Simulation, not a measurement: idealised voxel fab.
A process module follows: voxel transistor to metal.
In the cross-section labelled cut, the width is 275 nm and each square cell is 5 nm.
Each cross-section below is a grid of square cells, stated as bands in top-down order, with one or more rows of cells making up each band.
Per band: top height and bottom height in nm, followed by the left-to-right materials and their widths in nm; "all across" marks a single material spanning edge to edge, "empty" marks empty space.
All heights in this document are referenced to 0, defined as the level beneath which the wafer, as received, consists entirely of one material. The lowest band is not bounded below; it extends indefinitely downward and is written in the form "top 0, no bottom".
Think of "30 to 40" as a width that walks from the first number to the second as you go down the band, top row to bottom row, taking equal-sized steps from row to row.
Any step labelled "all unchanged" changed none of the cells in the cross-section.
"Completely enclosed voids": sealed empty spaces, 8 cells or more, no open way to top, listed width x height at distance, with distance from the left edge and width, height and distance in nm.
Anything after a step's settings on that line? It's the simulator's own note about the step.
The setting "overlay nm" may be written on the line of a step. When the step uses a mask, the value reports how far to the right of the planned place the mask lay, and a negative value reports that it lay to the left.

Here's what the planned process steps look like
1) RECEIVE,material Si
2) CONFORMAL_DEP,material SiO2,thk nm 5
3) CONFORMAL_DEP,material SiN,thk nm 15
4) MASKED_ETCH,tone cover,mask id ACTIVE,width nm 105,pitch nm 130,etch materials SiN,depth nm 15,overlay nm 0
5) MASKED_ETCH,tone cover,mask id ACTIVE,width nm 105,pitch nm 130,etch materials SiO2,depth nm 5,overlay nm 0
6) MASKED_ETCH,tone cover,mask id ACTIVE,width nm 105,pitch nm 130,etch materials Si,depth nm 25,overlay nm 0
7) FILL_DEP,material SiO2,thk nm 5
8) CMP,height nm 20
9) SELECTIVE_ETCH,etch materials SiO2,depth nm 10
10) STRIP,etch materials SiN
11) SELECTIVE_ETCH,etch materials SiO2,depth nm 5
12) OXIDIZE,depth nm 5
13) DIRECTIONAL_DEP,material polySi,thk nm 25
14) DIRECTIONAL_DEP,material SiCN,thk nm 10
15) PATTERN,tone cover,mask id GATE,material resist,width nm 25,pitch nm 130,thk nm 20,overlay nm 0
16) DIRECTIONAL_ETCH,etch materials SiCN,depth nm 20
17) DIRECTIONAL_ETCH,etch materials polySi,depth nm 35
18) STRIP,etch materials resist
19) CONFORMAL_DEP,material SiN,thk nm 5
20) DIRECTIONAL_ETCH,etch materials SiN,depth nm 5
21) DIRECTIONAL_ETCH,etch materials SiO2,depth nm 5
22) DIRECTIONAL_ETCH,etch materials Si,depth nm 5
23) EPI,material nSi,thk nm 10
24) FILL_DEP,material SiO2,thk nm 10
25) CMP,height nm 25
26) STRIP,etch materials polySi
27) SELECTIVE_ETCH,etch materials SiO2,depth nm 5
28) CONFORMAL_DEP,material HfO2,thk nm 5
29) CONFORMAL_DEP,material TiN,thk nm 5
30) FILL_DEP,material W,thk nm 5
31) CMP,height nm 20
32) DIRECTIONAL_DEP,material SiO2,thk nm 10
33) PATTERN,tone open,mask id CONTACT,material resist,width nm 15,thk nm 15,overlay nm 0
34) DIRECTIONAL_ETCH,etch materials SiO2,depth nm 30
35) STRIP,etch materials resist
36) CONFORMAL_DEP,material TiN,thk nm 5
37) FILL_DEP,material W,thk nm 5
38) CMP,height nm 30
39) CONFORMAL_DEP,material SiCN,thk nm 5
40) DIRECTIONAL_DEP,material SiO2,thk nm 15
41) DIRECTIONAL_DEP,material aC,thk nm 15
42) PATTERN,tone open,mask id METAL_1,material resist,width nm 15,thk nm 35,overlay nm 0
43) DIRECTIONAL_ETCH,etch materials aC,depth nm 15
44) STRIP,etch materials resist
45) DIRECTIONAL_ETCH,etch materials SiO2,depth nm 15
46) DIRECTIONAL_ETCH,etch materials SiCN,depth nm 5
47) STRIP,etch materials aC
48) CONFORMAL_DEP,material TiN,thk nm 5
49) FILL_DEP,material W,thk nm 5
50) CMP,height nm 50
51) EPI,material Ru,thk nm 5
52) FILL_DEP,material SiCN,thk nm 5

First out of two wafers; run went to plan

Wafer cross-section on receipt, i.e. after step 1
* top 0, no bottom  Si all across
* Completely enclosed voids: none

Step 2 complete: cross-section through the wafer
* top 5, bottom 0  SiO2 all across
* Beneath the level 0, the cross-section is identical to its previous state.

Step 3 complete: cross-section through the wafer
* top 20, bottom 5  SiN all across
* Beneath the level 5, the cross-section is identical to its previous state.

Step 4 complete: cross-section through the wafer
* top 20, bottom 5  empty=20; SiN=105; empty=25; SiN=105; empty=20
* Beneath the level 5, the cross-section is identical to its previous state.

Step 5 complete: cross-section through the wafer
* top 20, bottom 5  empty=20; SiN=105; empty=25; SiN=105; empty=20
* top 5, bottom 0  empty=20; SiO2=105; empty=25; SiO2=105; empty=20
* Beneath the level 0, the cross-section is identical to its previous state.

Step 6 complete: cross-section through the wafer
* top 20, bottom 5  empty=20; SiN=105; empty=25; SiN=105; empty=20
* top 5, bottom 0  empty=20; SiO2=105; empty=25; SiO2=105; empty=20
* top 0, bottom -25  empty=20; Si=105; empty=25; Si=105; empty=20
* Beneath the level -25, the cross-section is identical to its previous state.

Step 7 complete: cross-section through the wafer
* top 25, bottom 20  SiO2 all across
* top 20, bottom 5  SiO2=20; SiN=105; SiO2=25; SiN=105; SiO2=20
* top 5, bottom 0  SiO2 all across
* top 0, bottom -25  SiO2=20; Si=105; SiO2=25; Si=105; SiO2=20
* Beneath the level -25, the cross-section is identical to its previous state.

Step 8 complete: cross-section through the wafer
* top 20, bottom 5  SiO2=20; SiN=105; SiO2=25; SiN=105; SiO2=20
* Beneath the level 5, the cross-section is identical to its previous state.

Step 9 complete: cross-section through the wafer
* top 20, bottom 10  empty=20; SiN=105; empty=25; SiN=105; empty=20
* Beneath the level 10, the cross-section is identical to its previous state.

Step 10 complete: cross-section through the wafer
* top 10, bottom 5  SiO2=20; empty=105; SiO2=25; empty=105; SiO2=20
* Beneath the level 5, the cross-section is identical to its previous state.

Step 11 complete: cross-section through the wafer
* top 5, bottom 0  SiO2=15; empty=115; SiO2=15; empty=115; SiO2=15
* Beneath the level 0, the cross-section is identical to its previous state.

Step 12 complete: cross-section through the wafer
* top 5, bottom 0  SiO2=15; empty=115; SiO2=15; empty=115; SiO2=15
* top 0, bottom -5  SiO2 all across
* Beneath the level -5, the cross-section is identical to its previous state.

Step 13 complete: cross-section through the wafer
* top 30, bottom 25  polySi=15; empty=115; polySi=15; empty=115; polySi=15
* top 25, bottom 5  polySi all across
* top 5, bottom 0  SiO2=15; polySi=115; SiO2=15; polySi=115; SiO2=15
* Beneath the level 0, the cross-section is identical to its previous state.

Step 14 complete: cross-section through the wafer
* top 40, bottom 35  SiCN=15; empty=115; SiCN=15; empty=115; SiCN=15
* top 35, bottom 30  SiCN all across
* top 30, bottom 25  polySi=15; SiCN=115; polySi=15; SiCN=115; polySi=15
* Beneath the level 25, the cross-section is identical to its previous state.

Step 15 complete: cross-section through the wafer
* top 60, bottom 40  empty=60; resist=25; empty=105; resist=25; empty=60
* top 40, bottom 35  SiCN=15; empty=45; resist=25; empty=45; SiCN=15; empty=45; resist=25; empty=45; SiCN=15
* Beneath the level 35, the cross-section is identical to its previous state.

Step 16 complete: cross-section through the wafer
* top 60, bottom 35  empty=60; resist=25; empty=105; resist=25; empty=60
* top 35, bottom 30  empty=60; SiCN=25; empty=105; SiCN=25; empty=60
* top 30, bottom 25  polySi=15; empty=45; SiCN=25; empty=45; polySi=15; empty=45; SiCN=25; empty=45; polySi=15
* Beneath the level 25, the cross-section is identical to its previous state.

Step 17 complete: cross-section through the wafer
* top 60, bottom 35  empty=60; resist=25; empty=105; resist=25; empty=60
* top 35, bottom 25  empty=60; SiCN=25; empty=105; SiCN=25; empty=60
* top 25, bottom 5  empty=60; polySi=25; empty=105; polySi=25; empty=60
* top 5, bottom 0  SiO2=15; empty=45; polySi=25; empty=45; SiO2=15; empty=45; polySi=25; empty=45; SiO2=15
* Beneath the level 0, the cross-section is identical to its previous state.

Step 18 complete: cross-section through the wafer
* top 35, bottom 25  empty=60; SiCN=25; empty=105; SiCN=25; empty=60
* Beneath the level 25, the cross-section is identical to its previous state.

Step 19 complete: cross-section through the wafer
* top 40, bottom 35  empty=55; SiN=35; empty=95; SiN=35; empty=55
* top 35, bottom 25  empty=55; SiN=5; SiCN=25; SiN=5; empty=95; SiN=5; SiCN=25; SiN=5; empty=55
* top 25, bottom 10  empty=55; SiN=5; polySi=25; SiN=5; empty=95; SiN=5; polySi=25; SiN=5; empty=55
* top 10, bottom 5  SiN=20; empty=35; SiN=5; polySi=25; SiN=5; empty=35; SiN=25; empty=35; SiN=5; polySi=25; SiN=5; empty=35; SiN=20
* top 5, bottom 0  SiO2=15; SiN=45; polySi=25; SiN=45; SiO2=15; SiN=45; polySi=25; SiN=45; SiO2=15
* Beneath the level 0, the cross-section is identical to its previous state.

Step 20 complete: cross-section through the wafer
* top 35, bottom 25  empty=55; SiN=5; SiCN=25; SiN=5; empty=95; SiN=5; SiCN=25; SiN=5; empty=55
* top 25, bottom 5  empty=55; SiN=5; polySi=25; SiN=5; empty=95; SiN=5; polySi=25; SiN=5; empty=55
* top 5, bottom 0  SiO2=15; SiN=5; empty=35; SiN=5; polySi=25; SiN=5; empty=35; SiN=5; SiO2=15; SiN=5; empty=35; SiN=5; polySi=25; SiN=5; empty=35; SiN=5; SiO2=15
* Beneath the level 0, the cross-section is identical to its previous state.

Step 21 complete: cross-section through the wafer
* top 35, bottom 25  empty=55; SiN=5; SiCN=25; SiN=5; empty=95; SiN=5; SiCN=25; SiN=5; empty=55
* top 25, bottom 5  empty=55; SiN=5; polySi=25; SiN=5; empty=95; SiN=5; polySi=25; SiN=5; empty=55
* top 5, bottom 0  empty=15; SiN=5; empty=35; SiN=5; polySi=25; SiN=5; empty=35; SiN=5; empty=15; SiN=5; empty=35; SiN=5; polySi=25; SiN=5; empty=35; SiN=5; empty=15
* top 0, bottom -5  SiO2=20; empty=35; SiO2=35; empty=35; SiO2=25; empty=35; SiO2=35; empty=35; SiO2=20
* Beneath the level -5, the cross-section is identical to its previous state.

Step 22 complete: cross-section through the wafer
* top 35, bottom 25  empty=55; SiN=5; SiCN=25; SiN=5; empty=95; SiN=5; SiCN=25; SiN=5; empty=55
* top 25, bottom 5  empty=55; SiN=5; polySi=25; SiN=5; empty=95; SiN=5; polySi=25; SiN=5; empty=55
* top 5, bottom 0  empty=15; SiN=5; empty=35; SiN=5; polySi=25; SiN=5; empty=35; SiN=5; empty=15; SiN=5; empty=35; SiN=5; polySi=25; SiN=5; empty=35; SiN=5; empty=15
* top 0, bottom -5  SiO2=20; empty=35; SiO2=35; empty=35; SiO2=25; empty=35; SiO2=35; empty=35; SiO2=20
* top -5, bottom -10  SiO2=20; empty=35; Si=35; empty=35; SiO2=25; empty=35; Si=35; empty=35; SiO2=20
* Beneath the level -10, the cross-section is identical to its previous state.

Step 23 complete: cross-section through the wafer
* top 35, bottom 25  empty=55; SiN=5; SiCN=25; SiN=5; empty=95; SiN=5; SiCN=25; SiN=5; empty=55
* top 25, bottom 5  empty=55; SiN=5; polySi=25; SiN=5; empty=95; SiN=5; polySi=25; SiN=5; empty=55
* top 5, bottom 0  empty=15; SiN=5; empty=25; nSi=10; SiN=5; polySi=25; SiN=5; nSi=10; empty=25; SiN=5; empty=15; SiN=5; empty=25; nSi=10; SiN=5; polySi=25; SiN=5; nSi=10; empty=25; SiN=5; empty=15
* top 0, bottom -5  SiO2=20; nSi=35; SiO2=35; nSi=35; SiO2=25; nSi=35; SiO2=35; nSi=35; SiO2=20
* top -5, bottom -10  SiO2=20; nSi=35; Si=35; nSi=35; SiO2=25; nSi=35; Si=35; nSi=35; SiO2=20
* Beneath the level -10, the cross-section is identical to its previous state.

Step 24 complete: cross-section through the wafer
* top 45, bottom 35  SiO2 all across
* top 35, bottom 25  SiO2=55; SiN=5; SiCN=25; SiN=5; SiO2=95; SiN=5; SiCN=25; SiN=5; SiO2=55
* top 25, bottom 5  SiO2=55; SiN=5; polySi=25; SiN=5; SiO2=95; SiN=5; polySi=25; SiN=5; SiO2=55
* top 5, bottom 0  SiO2=15; SiN=5; SiO2=25; nSi=10; SiN=5; polySi=25; SiN=5; nSi=10; SiO2=25; SiN=5; SiO2=15; SiN=5; SiO2=25; nSi=10; SiN=5; polySi=25; SiN=5; nSi=10; SiO2=25; SiN=5; SiO2=15
* Beneath the level 0, the cross-section is identical to its previous state.

Step 25 complete: cross-section through the wafer
* top 25, bottom 5  SiO2=55; SiN=5; polySi=25; SiN=5; SiO2=95; SiN=5; polySi=25; SiN=5; SiO2=55
* Beneath the level 5, the cross-section is identical to its previous state.

Step 26 complete: cross-section through the wafer
* top 25, bottom 5  SiO2=55; SiN=5; empty=25; SiN=5; SiO2=95; SiN=5; empty=25; SiN=5; SiO2=55
* top 5, bottom 0  SiO2=15; SiN=5; SiO2=25; nSi=10; SiN=5; empty=25; SiN=5; nSi=10; SiO2=25; SiN=5; SiO2=15; SiN=5; SiO2=25; nSi=10; SiN=5; empty=25; SiN=5; nSi=10; SiO2=25; SiN=5; SiO2=15
* Beneath the level 0, the cross-section is identical to its previous state.

Step 27 complete: cross-section through the wafer
* top 25, bottom 20  empty=55; SiN=5; empty=25; SiN=5; empty=95; SiN=5; empty=25; SiN=5; empty=55
* top 20, bottom 5  SiO2=55; SiN=5; empty=25; SiN=5; SiO2=95; SiN=5; empty=25; SiN=5; SiO2=55
* top 5, bottom 0  SiO2=15; SiN=5; SiO2=25; nSi=10; SiN=5; empty=25; SiN=5; nSi=10; SiO2=25; SiN=5; SiO2=15; SiN=5; SiO2=25; nSi=10; SiN=5; empty=25; SiN=5; nSi=10; SiO2=25; SiN=5; SiO2=15
* top 0, bottom -5  SiO2=20; nSi=35; empty=35; nSi=35; SiO2=25; nSi=35; empty=35; nSi=35; SiO2=20
* Beneath the level -5, the cross-section is identical to its previous state.

Step 28 complete: cross-section through the wafer
* top 30, bottom 25  empty=50; HfO2=15; empty=15; HfO2=15; empty=85; HfO2=15; empty=15; HfO2=15; empty=50
* top 25, bottom 20  HfO2=55; SiN=5; HfO2=5; empty=15; HfO2=5; SiN=5; HfO2=95; SiN=5; HfO2=5; empty=15; HfO2=5; SiN=5; HfO2=55
* top 20, bottom 5  SiO2=55; SiN=5; HfO2=5; empty=15; HfO2=5; SiN=5; SiO2=95; SiN=5; HfO2=5; empty=15; HfO2=5; SiN=5; SiO2=55
* top 5, bottom 0  SiO2=15; SiN=5; SiO2=25; nSi=10; SiN=5; HfO2=5; empty=15; HfO2=5; SiN=5; nSi=10; SiO2=25; SiN=5; SiO2=15; SiN=5; SiO2=25; nSi=10; SiN=5; HfO2=5; empty=15; HfO2=5; SiN=5; nSi=10; SiO2=25; SiN=5; SiO2=15
* top 0, bottom -5  SiO2=20; nSi=35; HfO2=35; nSi=35; SiO2=25; nSi=35; HfO2=35; nSi=35; SiO2=20
* Beneath the level -5, the cross-section is identical to its previous state.

Step 29 complete: cross-section through the wafer
* top 35, bottom 30  empty=45; TiN=25; empty=5; TiN=25; empty=75; TiN=25; empty=5; TiN=25; empty=45
* top 30, bottom 25  TiN=50; HfO2=15; TiN=5; empty=5; TiN=5; HfO2=15; TiN=85; HfO2=15; TiN=5; empty=5; TiN=5; HfO2=15; TiN=50
* top 25, bottom 20  HfO2=55; SiN=5; HfO2=5; TiN=5; empty=5; TiN=5; HfO2=5; SiN=5; HfO2=95; SiN=5; HfO2=5; TiN=5; empty=5; TiN=5; HfO2=5; SiN=5; HfO2=55
* top 20, bottom 5  SiO2=55; SiN=5; HfO2=5; TiN=5; empty=5; TiN=5; HfO2=5; SiN=5; SiO2=95; SiN=5; HfO2=5; TiN=5; empty=5; TiN=5; HfO2=5; SiN=5; SiO2=55
* top 5, bottom 0  SiO2=15; SiN=5; SiO2=25; nSi=10; SiN=5; HfO2=5; TiN=15; HfO2=5; SiN=5; nSi=10; SiO2=25; SiN=5; SiO2=15; SiN=5; SiO2=25; nSi=10; SiN=5; HfO2=5; TiN=15; HfO2=5; SiN=5; nSi=10; SiO2=25; SiN=5; SiO2=15
* Beneath the level 0, the cross-section is identical to its previous state.

Step 30 complete: cross-section through the wafer
* top 40, bottom 35  W all across
* top 35, bottom 30  W=45; TiN=25; W=5; TiN=25; W=75; TiN=25; W=5; TiN=25; W=45
* top 30, bottom 25  TiN=50; HfO2=15; TiN=5; W=5; TiN=5; HfO2=15; TiN=85; HfO2=15; TiN=5; W=5; TiN=5; HfO2=15; TiN=50
* top 25, bottom 20  HfO2=55; SiN=5; HfO2=5; TiN=5; W=5; TiN=5; HfO2=5; SiN=5; HfO2=95; SiN=5; HfO2=5; TiN=5; W=5; TiN=5; HfO2=5; SiN=5; HfO2=55
* top 20, bottom 5  SiO2=55; SiN=5; HfO2=5; TiN=5; W=5; TiN=5; HfO2=5; SiN=5; SiO2=95; SiN=5; HfO2=5; TiN=5; W=5; TiN=5; HfO2=5; SiN=5; SiO2=55
* Beneath the level 5, the cross-section is identical to its previous state.

Step 31 complete: cross-section through the wafer
* top 20, bottom 5  SiO2=55; SiN=5; HfO2=5; TiN=5; W=5; TiN=5; HfO2=5; SiN=5; SiO2=95; SiN=5; HfO2=5; TiN=5; W=5; TiN=5; HfO2=5; SiN=5; SiO2=55
* Beneath the level 5, the cross-section is identical to its previous state.

Step 32 complete: cross-section through the wafer
* top 30, bottom 20  SiO2 all across
* Beneath the level 20, the cross-section is identical to its previous state.

Step 33 complete: cross-section through the wafer
* top 45, bottom 30  resist=30; empty=15; resist=55; empty=15; resist=45; empty=15; resist=55; empty=15; resist=30
* Beneath the level 30, the cross-section is identical to its previous state.

Step 34 complete: cross-section through the wafer
* top 45, bottom 30  resist=30; empty=15; resist=55; empty=15; resist=45; empty=15; resist=55; empty=15; resist=30
* top 30, bottom 20  SiO2=30; empty=15; SiO2=55; empty=15; SiO2=45; empty=15; SiO2=55; empty=15; SiO2=30
* top 20, bottom 5  SiO2=30; empty=15; SiO2=10; SiN=5; HfO2=5; TiN=5; W=5; TiN=5; HfO2=5; SiN=5; SiO2=10; empty=15; SiO2=45; empty=15; SiO2=10; SiN=5; HfO2=5; TiN=5; W=5; TiN=5; HfO2=5; SiN=5; SiO2=10; empty=15; SiO2=30
* top 5, bottom 0  SiO2=15; SiN=5; SiO2=10; empty=15; nSi=10; SiN=5; HfO2=5; TiN=15; HfO2=5; SiN=5; nSi=10; empty=15; SiO2=10; SiN=5; SiO2=15; SiN=5; SiO2=10; empty=15; nSi=10; SiN=5; HfO2=5; TiN=15; HfO2=5; SiN=5; nSi=10; empty=15; SiO2=10; SiN=5; SiO2=15
* Beneath the level 0, the cross-section is identical to its previous state.

Step 35 complete: cross-section through the wafer
* top 30, bottom 20  SiO2=30; empty=15; SiO2=55; empty=15; SiO2=45; empty=15; SiO2=55; empty=15; SiO2=30
* Beneath the level 20, the cross-section is identical to its previous state.

Step 36 complete: cross-section through the wafer
* top 35, bottom 30  TiN=35; empty=5; TiN=65; empty=5; TiN=55; empty=5; TiN=65; empty=5; TiN=35
* top 30, bottom 20  SiO2=30; TiN=5; empty=5; TiN=5; SiO2=55; TiN=5; empty=5; TiN=5; SiO2=45; TiN=5; empty=5; TiN=5; SiO2=55; TiN=5; empty=5; TiN=5; SiO2=30
* top 20, bottom 5  SiO2=30; TiN=5; empty=5; TiN=5; SiO2=10; SiN=5; HfO2=5; TiN=5; W=5; TiN=5; HfO2=5; SiN=5; SiO2=10; TiN=5; empty=5; TiN=5; SiO2=45; TiN=5; empty=5; TiN=5; SiO2=10; SiN=5; HfO2=5; TiN=5; W=5; TiN=5; HfO2=5; SiN=5; SiO2=10; TiN=5; empty=5; TiN=5; SiO2=30
* top 5, bottom 0  SiO2=15; SiN=5; SiO2=10; TiN=15; nSi=10; SiN=5; HfO2=5; TiN=15; HfO2=5; SiN=5; nSi=10; TiN=15; SiO2=10; SiN=5; SiO2=15; SiN=5; SiO2=10; TiN=15; nSi=10; SiN=5; HfO2=5; TiN=15; HfO2=5; SiN=5; nSi=10; TiN=15; SiO2=10; SiN=5; SiO2=15
* Beneath the level 0, the cross-section is identical to its previous state.

Step 37 complete: cross-section through the wafer
* top 40, bottom 35  W all across
* top 35, bottom 30  TiN=35; W=5; TiN=65; W=5; TiN=55; W=5; TiN=65; W=5; TiN=35
* top 30, bottom 20  SiO2=30; TiN=5; W=5; TiN=5; SiO2=55; TiN=5; W=5; TiN=5; SiO2=45; TiN=5; W=5; TiN=5; SiO2=55; TiN=5; W=5; TiN=5; SiO2=30
* top 20, bottom 5  SiO2=30; TiN=5; W=5; TiN=5; SiO2=10; SiN=5; HfO2=5; TiN=5; W=5; TiN=5; HfO2=5; SiN=5; SiO2=10; TiN=5; W=5; TiN=5; SiO2=45; TiN=5; W=5; TiN=5; SiO2=10; SiN=5; HfO2=5; TiN=5; W=5; TiN=5; HfO2=5; SiN=5; SiO2=10; TiN=5; W=5; TiN=5; SiO2=30
* Beneath the level 5, the cross-section is identical to its previous state.

Step 38 complete: cross-section through the wafer
* top 30, bottom 20  SiO2=30; TiN=5; W=5; TiN=5; SiO2=55; TiN=5; W=5; TiN=5; SiO2=45; TiN=5; W=5; TiN=5; SiO2=55; TiN=5; W=5; TiN=5; SiO2=30
* Beneath the level 20, the cross-section is identical to its previous state.

Step 39 complete: cross-section through the wafer
* top 35, bottom 30  SiCN all across
* Beneath the level 30, the cross-section is identical to its previous state.

Step 40 complete: cross-section through the wafer
* top 50, bottom 35  SiO2 all across
* Beneath the level 35, the cross-section is identical to its previous state.

Step 41 complete: cross-section through the wafer
* top 65, bottom 50  aC all across
* Beneath the level 50, the cross-section is identical to its previous state.

Step 42 complete: cross-section through the wafer
* top 100, bottom 65  resist=30; empty=15; resist=55; empty=15; resist=45; empty=15; resist=55; empty=15; resist=30
* Beneath the level 65, the cross-section is identical to its previous state.

Step 43 complete: cross-section through the wafer
* top 85, bottom 65  resist=30; empty=15; resist=55; empty=15; resist=45; empty=15; resist=55; empty=15; resist=30
* top 65, bottom 50  aC=30; empty=15; aC=55; empty=15; aC=45; empty=15; aC=55; empty=15; aC=30
* Beneath the level 50, the cross-section is identical to its previous state.

Step 44 complete: cross-section through the wafer
* top 65, bottom 50  aC=30; empty=15; aC=55; empty=15; aC=45; empty=15; aC=55; empty=15; aC=30
* Beneath the level 50, the cross-section is identical to its previous state.

Step 45 complete: cross-section through the wafer
* top 65, bottom 50  aC=30; empty=15; aC=55; empty=15; aC=45; empty=15; aC=55; empty=15; aC=30
* top 50, bottom 35  SiO2=30; empty=15; SiO2=55; empty=15; SiO2=45; empty=15; SiO2=55; empty=15; SiO2=30
* Beneath the level 35, the cross-section is identical to its previous state.

Step 46 complete: cross-section through the wafer
* top 65, bottom 50  aC=30; empty=15; aC=55; empty=15; aC=45; empty=15; aC=55; empty=15; aC=30
* top 50, bottom 35  SiO2=30; empty=15; SiO2=55; empty=15; SiO2=45; empty=15; SiO2=55; empty=15; SiO2=30
* top 35, bottom 30  SiCN=30; empty=15; SiCN=55; empty=15; SiCN=45; empty=15; SiCN=55; empty=15; SiCN=30
* Beneath the level 30, the cross-section is identical to its previous state.

Step 47 complete: cross-section through the wafer
* top 50, bottom 35  SiO2=30; empty=15; SiO2=55; empty=15; SiO2=45; empty=15; SiO2=55; empty=15; SiO2=30
* Beneath the level 35, the cross-section is identical to its previous state.

Step 48 complete: cross-section through the wafer
* top 55, bottom 50  TiN=35; empty=5; TiN=65; empty=5; TiN=55; empty=5; TiN=65; empty=5; TiN=35
* top 50, bottom 35  SiO2=30; TiN=5; empty=5; TiN=5; SiO2=55; TiN=5; empty=5; TiN=5; SiO2=45; TiN=5; empty=5; TiN=5; SiO2=55; TiN=5; empty=5; TiN=5; SiO2=30
* top 35, bottom 30  SiCN=30; TiN=15; SiCN=55; TiN=15; SiCN=45; TiN=15; SiCN=55; TiN=15; SiCN=30
* Beneath the level 30, the cross-section is identical to its previous state.

Step 49 complete: cross-section through the wafer
* top 60, bottom 55  W all across
* top 55, bottom 50  TiN=35; W=5; TiN=65; W=5; TiN=55; W=5; TiN=65; W=5; TiN=35
* top 50, bottom 35  SiO2=30; TiN=5; W=5; TiN=5; SiO2=55; TiN=5; W=5; TiN=5; SiO2=45; TiN=5; W=5; TiN=5; SiO2=55; TiN=5; W=5; TiN=5; SiO2=30
* Beneath the level 35, the cross-section is identical to its previous state.

Step 50 complete: cross-section through the wafer
* top 50, bottom 35  SiO2=30; TiN=5; W=5; TiN=5; SiO2=55; TiN=5; W=5; TiN=5; SiO2=45; TiN=5; W=5; TiN=5; SiO2=55; TiN=5; W=5; TiN=5; SiO2=30
* Beneath the level 35, the cross-section is identical to its previous state.

Step 51 complete: cross-section through the wafer
* top 55, bottom 50  empty=25; Ru=25; empty=45; Ru=25; empty=35; Ru=25; empty=45; Ru=25; empty=25
* Beneath the level 50, the cross-section is identical to its previous state.

Step 52 complete: cross-section through the wafer
* top 60, bottom 55  SiCN all across
* top 55, bottom 50  SiCN=25; Ru=25; SiCN=45; Ru=25; SiCN=35; Ru=25; SiCN=45; Ru=25; SiCN=25
* Beneath the level 50, the cross-section is identical to its previous state.

Second wafer - shared start and plan with the first - one error in running - same as the first up to step 37 inclusive

Second wafer profile in section, at the moment step 38 of the plan was meant to be complete
* top 20, bottom 5  SiO2=30; TiN=5; W=5; TiN=5; SiO2=10; SiN=5; HfO2=5; TiN=5; W=5; TiN=5; HfO2=5; SiN=5; SiO2=10; TiN=5; W=5; TiN=5; SiO2=45; TiN=5; W=5; TiN=5; SiO2=10; SiN=5; HfO2=5; TiN=5; W=5; TiN=5; HfO2=5; SiN=5; SiO2=10; TiN=5; W=5; TiN=5; SiO2=30
* Beneath the level 5, the cross-section is identical to its previous state.

Second wafer profile in section, at the moment step 39 of the plan was meant to be complete
* top 25, bottom 20  SiCN all across
* Beneath the level 20, the cross-section is identical to its previous state.

Second wafer profile in section, at the moment step 40 of the plan was meant to be complete
* top 40, bottom 25  SiO2 all across
* Beneath the level 25, the cross-section is identical to its previous state.

Second wafer profile in section, at the moment step 41 of the plan was meant to be complete
* top 55, bottom 40  aC all across
* Beneath the level 40, the cross-section is identical to its previous state.

Second wafer profile in section, at the moment step 42 of the plan was meant to be complete
* top 90, bottom 55  resist=30; empty=15; resist=55; empty=15; resist=45; empty=15; resist=55; empty=15; resist=30
* Beneath the level 55, the cross-section is identical to its previous state.

Second wafer profile in section, at the moment step 43 of the plan was meant to be complete
* top 75, bottom 55  resist=30; empty=15; resist=55; empty=15; resist=45; empty=15; resist=55; empty=15; resist=30
* top 55, bottom 40  aC=30; empty=15; aC=55; empty=15; aC=45; empty=15; aC=55; empty=15; aC=30
* Beneath the level 40, the cross-section is identical to its previous state.

Second wafer profile in section, at the moment step 44 of the plan was meant to be complete
* top 55, bottom 40  aC=30; empty=15; aC=55; empty=15; aC=45; empty=15; aC=55; empty=15; aC=30
* Beneath the level 40, the cross-section is identical to its previous state.

Second wafer profile in section, at the moment step 45 of the plan was meant to be complete
* top 55, bottom 40  aC=30; empty=15; aC=55; empty=15; aC=45; empty=15; aC=55; empty=15; aC=30
* top 40, bottom 25  SiO2=30; empty=15; SiO2=55; empty=15; SiO2=45; empty=15; SiO2=55; empty=15; SiO2=30
* Beneath the level 25, the cross-section is identical to its previous state.

Second wafer profile in section, at the moment step 46 of the plan was meant to be complete
* top 55, bottom 40  aC=30; empty=15; aC=55; empty=15; aC=45; empty=15; aC=55; empty=15; aC=30
* top 40, bottom 25  SiO2=30; empty=15; SiO2=55; empty=15; SiO2=45; empty=15; SiO2=55; empty=15; SiO2=30
* top 25, bottom 20  SiCN=30; empty=15; SiCN=55; empty=15; SiCN=45; empty=15; SiCN=55; empty=15; SiCN=30
* Beneath the level 20, the cross-section is identical to its previous state.

Second wafer profile in section, at the moment step 47 of the plan was meant to be complete
* top 40, bottom 25  SiO2=30; empty=15; SiO2=55; empty=15; SiO2=45; empty=15; SiO2=55; empty=15; SiO2=30
* Beneath the level 25, the cross-section is identical to its previous state.

Second wafer profile in section, at the moment step 48 of the plan was meant to be complete
* top 45, bottom 40  TiN=35; empty=5; TiN=65; empty=5; TiN=55; empty=5; TiN=65; empty=5; TiN=35
* top 40, bottom 25  SiO2=30; TiN=5; empty=5; TiN=5; SiO2=55; TiN=5; empty=5; TiN=5; SiO2=45; TiN=5; empty=5; TiN=5; SiO2=55; TiN=5; empty=5; TiN=5; SiO2=30
* top 25, bottom 20  SiCN=30; TiN=15; SiCN=55; TiN=15; SiCN=45; TiN=15; SiCN=55; TiN=15; SiCN=30
* Beneath the level 20, the cross-section is identical to its previous state.

Second wafer profile in section, at the moment step 49 of the plan was meant to be complete
* top 50, bottom 45  W all across
* top 45, bottom 40  TiN=35; W=5; TiN=65; W=5; TiN=55; W=5; TiN=65; W=5; TiN=35
* top 40, bottom 25  SiO2=30; TiN=5; W=5; TiN=5; SiO2=55; TiN=5; W=5; TiN=5; SiO2=45; TiN=5; W=5; TiN=5; SiO2=55; TiN=5; W=5; TiN=5; SiO2=30
* Beneath the level 25, the cross-section is identical to its previous state.

Second wafer profile in section, at the moment step 50 of the plan was meant to be complete: all unchanged

Second wafer profile in section, at the moment step 51 of the plan was meant to be complete
* top 55, bottom 50  Ru all across
* Beneath the level 50, the cross-section is identical to its previous state.

Second wafer profile in section, at the moment step 52 of the plan was meant to be complete
* top 60, bottom 55  SiCN all across
* Beneath the level 55, the cross-section is identical to its previous state.
What broke from the plan during processing? step 38 deviated from plan and actually ran as CMP,height nm 20
Wrapping up, a cell-based count of both wafers puts the second over or under the first for these materials: Ru: 35 more, SiCN: 35 fewer, SiO2: 86 fewer, TiN: 35 more, W: 51 more
